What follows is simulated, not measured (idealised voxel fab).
Title: Process Module voxel gate over fins
240 nm wide, 5 nm square cells: that's cross-section cut.
Cross-sections here: square-cell grids, written as top-down lists of bands, a band being one or more rows of cells.
It is stipulated that each band's entry specify, in nanometres, the height of the top of the band and then that of its bottom, followed by the materials of the band in left-to-right sequence, each together with its width in nanometres. A single material marked by the word "all across" is understood to fill the band from edge to edge; the word "empty" is understood to denote empty space.
Height datum 0, below which the as-received substrate wafer is one material. Lowest band open at the bottom, running downward: "0 nm and below".
The notation "30..40" denotes a width that varies across the rows of cells in the band, beginning at the first number in the top row, finishing at the second number in the bottom row, and changing by an identical amount from each row to the next.
Step note "nothing altered" = no cross-section cell changed.
This entry, "Enclosed void list", enumerates those empty regions of no fewer than 8 cells that possess no open connection to the top. Each region is reported in the form width x height at distance, the distance being taken from the left edge, with all three quantities expressed in nm.
The remark found on a step's line after its settings is issued by the simulator itself and pertains to that step.
overlay nm: mask right of planned place by this much (step with mask). Neg. = left.

Plan:
1) RECEIVE, material Si
2) CONFORMAL_DEP, material SiN, thk nm 5
3) DIRECTIONAL_DEP, material aC, thk nm 10
4) PATTERN, tone cover, mask id FINS, material resist, width nm 15, pitch nm 40, thk nm 30, overlay nm 0
5) DIRECTIONAL_ETCH, etch materials aC, depth nm 10
6) STRIP, etch materials resist
7) DIRECTIONAL_ETCH, etch materials SiN, depth nm 5
8) DIRECTIONAL_ETCH, etch materials Si, depth nm 40
9) STRIP, etch materials aC
10) OXIDIZE, depth nm 5
11) FILL_DEP, material SiO2, thk nm 5
12) CMP, height nm 5
13) SELECTIVE_ETCH, etch materials SiO2, depth nm 15
14) STRIP, etch materials SiN
15) CONFORMAL_DEP, material HfO2, thk nm 5
16) CONFORMAL_DEP, material TiN, thk nm 5
17) FILL_DEP, material W, thk nm 15
18) CMP, height nm 20
19) CONFORMAL_DEP, material SiN, thk nm 10

Account of the first of two wafers, which was processed as intended:

Cross-section of the wafer upon arrival, representing the state reached after step 1:
  0 nm and below = Si all across
  Enclosed void list: none

The wafer, seen in cross-section, after step 2:
  5 nm to 0 nm = SiN all across
  No changes below 0.

The wafer, seen in cross-section, after step 3:
  15 nm to 5 nm = aC all across
  No changes below 5.

The wafer, seen in cross-section, after step 4:
  45 nm to 15 nm = 70 of empty  15 of resist  25 of empty  15 of resist  25 of empty  15 of resist  75 of empty
  No changes below 15.

The wafer, seen in cross-section, after step 5:
  35 nm to 15 nm = 70 of empty  15 of resist  25 of empty  15 of resist  25 of empty  15 of resist  75 of empty
  15 nm to 5 nm = 70 of empty  15 of aC  25 of empty  15 of aC  25 of empty  15 of aC  75 of empty
  No changes below 5.

The wafer, seen in cross-section, after step 6:
  15 nm to 5 nm = 70 of empty  15 of aC  25 of empty  15 of aC  25 of empty  15 of aC  75 of empty
  No changes below 5.

The wafer, seen in cross-section, after step 7:
  15 nm to 5 nm = 70 of empty  15 of aC  25 of empty  15 of aC  25 of empty  15 of aC  75 of empty
  5 nm to 0 nm = 70 of empty  15 of SiN  25 of empty  15 of SiN  25 of empty  15 of SiN  75 of empty
  No changes below 0.

The wafer, seen in cross-section, after step 8:
  15 nm to 5 nm = 70 of empty  15 of aC  25 of empty  15 of aC  25 of empty  15 of aC  75 of empty
  5 nm to 0 nm = 70 of empty  15 of SiN  25 of empty  15 of SiN  25 of empty  15 of SiN  75 of empty
  0 nm to -40 nm = 70 of empty  15 of Si  25 of empty  15 of Si  25 of empty  15 of Si  75 of empty
  No changes below -40.

The wafer, seen in cross-section, after step 9:
  5 nm to 0 nm = 70 of empty  15 of SiN  25 of empty  15 of SiN  25 of empty  15 of SiN  75 of empty
  No changes below 0.

The wafer, seen in cross-section, after step 10:
  5 nm to 0 nm = 70 of empty  15 of SiN  25 of empty  15 of SiN  25 of empty  15 of SiN  75 of empty
  0 nm to -40 nm = 70 of empty  5 of SiO2  5 of Si  5 of SiO2  25 of empty  5 of SiO2  5 of Si  5 of SiO2  25 of empty  5 of SiO2  5 of Si  5 of SiO2  75 of empty
  -40 nm to -45 nm = 75 of SiO2  5 of Si  35 of SiO2  5 of Si  35 of SiO2  5 of Si  80 of SiO2
  No changes below -45.

The wafer, seen in cross-section, after step 11:
  10 nm to 5 nm = SiO2 all across
  5 nm to 0 nm = 70 of SiO2  15 of SiN  25 of SiO2  15 of SiN  25 of SiO2  15 of SiN  75 of SiO2
  0 nm to -45 nm = 75 of SiO2  5 of Si  35 of SiO2  5 of Si  35 of SiO2  5 of Si  80 of SiO2
  No changes below -45.

The wafer, seen in cross-section, after step 12:
  5 nm to 0 nm = 70 of SiO2  15 of SiN  25 of SiO2  15 of SiN  25 of SiO2  15 of SiN  75 of SiO2
  No changes below 0.

The wafer, seen in cross-section, after step 13:
  5 nm to 0 nm = 70 of empty  15 of SiN  25 of empty  15 of SiN  25 of empty  15 of SiN  75 of empty
  0 nm to -10 nm = 75 of empty  5 of Si  35 of empty  5 of Si  35 of empty  5 of Si  80 of empty
  No changes below -10.

The wafer, seen in cross-section, after step 14:
  0 nm to -10 nm = 75 of empty  5 of Si  35 of empty  5 of Si  35 of empty  5 of Si  80 of empty
  No changes below -10.

The wafer, seen in cross-section, after step 15:
  5 nm to 0 nm = 70 of empty  15 of HfO2  25 of empty  15 of HfO2  25 of empty  15 of HfO2  75 of empty
  0 nm to -5 nm = 70 of empty  5 of HfO2  5 of Si  5 of HfO2  25 of empty  5 of HfO2  5 of Si  5 of HfO2  25 of empty  5 of HfO2  5 of Si  5 of HfO2  75 of empty
  -5 nm to -10 nm = 75 of HfO2  5 of Si  35 of HfO2  5 of Si  35 of HfO2  5 of Si  80 of HfO2
  No changes below -10.

The wafer, seen in cross-section, after step 16:
  10 nm to 5 nm = 65 of empty  25 of TiN  15 of empty  25 of TiN  15 of empty  25 of TiN  70 of empty
  5 nm to 0 nm = 65 of empty  5 of TiN  15 of HfO2  5 of TiN  15 of empty  5 of TiN  15 of HfO2  5 of TiN  15 of empty  5 of TiN  15 of HfO2  5 of TiN  70 of empty
  0 nm to -5 nm = 70 of TiN  5 of HfO2  5 of Si  5 of HfO2  25 of TiN  5 of HfO2  5 of Si  5 of HfO2  25 of TiN  5 of HfO2  5 of Si  5 of HfO2  75 of TiN
  No changes below -5.

The wafer, seen in cross-section, after step 17:
  25 nm to 10 nm = W all across
  10 nm to 5 nm = 65 of W  25 of TiN  15 of W  25 of TiN  15 of W  25 of TiN  70 of W
  5 nm to 0 nm = 65 of W  5 of TiN  15 of HfO2  5 of TiN  15 of W  5 of TiN  15 of HfO2  5 of TiN  15 of W  5 of TiN  15 of HfO2  5 of TiN  70 of W
  No changes below 0.

The wafer, seen in cross-section, after step 18:
  20 nm to 10 nm = W all across
  No changes below 10.

The wafer, seen in cross-section, after step 19:
  30 nm to 20 nm = SiN all across
  No changes below 20.

Second Wafer (Identical Start and Plan, One Processing Error; Matches First Wafer Through Step 10):

Second wafer at the planned finish of step 11, seen in cross-section:
  10 nm to 5 nm = TiN all across
  5 nm to 0 nm = 70 of TiN  15 of SiN  25 of TiN  15 of SiN  25 of TiN  15 of SiN  75 of TiN
  0 nm to -40 nm = 70 of TiN  5 of SiO2  5 of Si  5 of SiO2  25 of TiN  5 of SiO2  5 of Si  5 of SiO2  25 of TiN  5 of SiO2  5 of Si  5 of SiO2  75 of TiN
  No changes below -40.

Second wafer at the planned finish of step 12, seen in cross-section:
  5 nm to 0 nm = 70 of TiN  15 of SiN  25 of TiN  15 of SiN  25 of TiN  15 of SiN  75 of TiN
  No changes below 0.

Second wafer at the planned finish of step 13, seen in cross-section: nothing altered

Second wafer at the planned finish of step 14, seen in cross-section:
  5 nm to 0 nm = 70 of TiN  15 of empty  25 of TiN  15 of empty  25 of TiN  15 of empty  75 of TiN
  No changes below 0.

Second wafer at the planned finish of step 15, seen in cross-section:
  10 nm to 5 nm = 75 of HfO2  5 of empty  35 of HfO2  5 of empty  35 of HfO2  5 of empty  80 of HfO2
  5 nm to 0 nm = 70 of TiN  15 of HfO2  25 of TiN  15 of HfO2  25 of TiN  15 of HfO2  75 of TiN
  No changes below 0.

Second wafer at the planned finish of step 16, seen in cross-section:
  15 nm to 10 nm = TiN all across
  10 nm to 5 nm = 75 of HfO2  5 of TiN  35 of HfO2  5 of TiN  35 of HfO2  5 of TiN  80 of HfO2
  No changes below 5.

Second wafer at the planned finish of step 17, seen in cross-section:
  30 nm to 15 nm = W all across
  No changes below 15.

Second wafer at the planned finish of step 18, seen in cross-section:
  20 nm to 15 nm = W all across
  No changes below 15.

Second wafer at the planned finish of step 19, seen in cross-section:
  30 nm to 20 nm = SiN all across
  No changes below 20.
Processing error: step 11 did not happen as planned, as run it was FILL_DEP, material TiN, thk nm 5
Cell-count delta at end, second wafer over first, by material: HfO2 -6 | SiO2 -222 | TiN +342 | W -114
